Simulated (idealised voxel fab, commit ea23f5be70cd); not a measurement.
Proc. module: voxel released beams
The width of the displayed cross-section, cut, is 270 nm; its cells are square, with a size of 5 nm.
Notation: cross-section as square-cell grid; stated in bands, top first, going down; one or more cell rows per band.
Look at the band entry: it leads with the top's height and the bottom's height in nm. Then it lists the materials left to right, with a width in nm for each. The word "everywhere" on a single material says that material fills the band edge to edge. The word "air" is empty space.
Note: height 0 marks the level under which the wafer is uniformly one material as received. Lowest band unbounded below, written "0..down".
The expression "30->40" gives the width at the extremes of the band, the first number at its top row of cells and the second at its bottom row, with the width changing by equal amounts from each row to the next in between.
No cell of the cross-section changed in a step that is given as "everything unchanged".
"Closed void listing" lists enclosed empty spaces (at least 8 cells, no open path upward to the top), each as width x height at distance from the left edge, in nm.
On a step's line, text after the settings is the simulator commenting on that step.
overlay nm: mask offset rightward from planned place, masked step; negative means leftward offset.
INTENDED PROCESS STEPS
1,RECEIVE, material Si
2,CONFORMAL_DEP, material Al2O3, thk nm 5
3,DIRECTIONAL_DEP, material SiO2, thk nm 10
4,MASKED_ETCH, tone open, mask id ANCHOR, width nm 15, etch materials SiO2, depth nm 10, overlay nm 0
5,CONFORMAL_DEP, material W, thk nm 10
6,MASKED_ETCH, tone cover, mask id BEAM, width nm 105, etch materials W, depth nm 10, overlay nm 0
7,STRIP, etch materials SiO2
Be aware that, although all wafers share a common starting state, the width nm at step 4 differs among them, and the plan displays the first wafer's value.
AFTER STEP 1, AS RECEIVED: FIRST OF SEVERAL WAFERS, CROSS-SECTION
0..down | Si everywhere
Closed void listing: none
AT THE END OF THE MODULE, AFTER ITS LAST STEP, STEP 7, THE FIRST OF SEVERAL WAFERS APPEARS IN CROSS-SECTION AS FOLLOWS
25..15 | air 80 nm, then W 105 nm, then air 85 nm
15..5 | air 90 nm, then W 15 nm, then air 165 nm
5..0 | Al2O3 everywhere
0..down | Si everywhere
Closed void listing: none
CROSS-SECTION OF THE FINAL WAFER AMONG SEVERAL, TAKEN AT THE END OF THE MODULE
25..15 | air 80 nm, then W 10 nm, then air 20 nm, then W 75 nm, then air 85 nm
15..5 | air 80 nm, then W 40 nm, then air 150 nm
5..0 | Al2O3 everywhere
0..down | Si everywhere
Closed void listing: none
THE FOLLOWING TABLE CONTAINS A ROW PER WAFER, IN WHICH ARE REPORTED, AT THE CONCLUSION OF THE MODULE, THE CELLS OF EACH MATERIAL GAINED (+) OR LOST (-) SINCE THE WAFER'S RECEIPT, WITH ITS CLOSED VOIDS GIVEN THEREAFTER
width nm 15 | +54 Al2O3 | +48 W | Closed void listing: none
width nm 20 | +54 Al2O3 | +50 W | Closed void listing: none
width nm 25 | +54 Al2O3 | +50 W | Closed void listing: none
width nm 30 | +54 Al2O3 | +50 W | Closed void listing: none
width nm 35 | +54 Al2O3 | +50 W | Closed void listing: none
width nm 40 | +54 Al2O3 | +50 W | Closed void listing: none
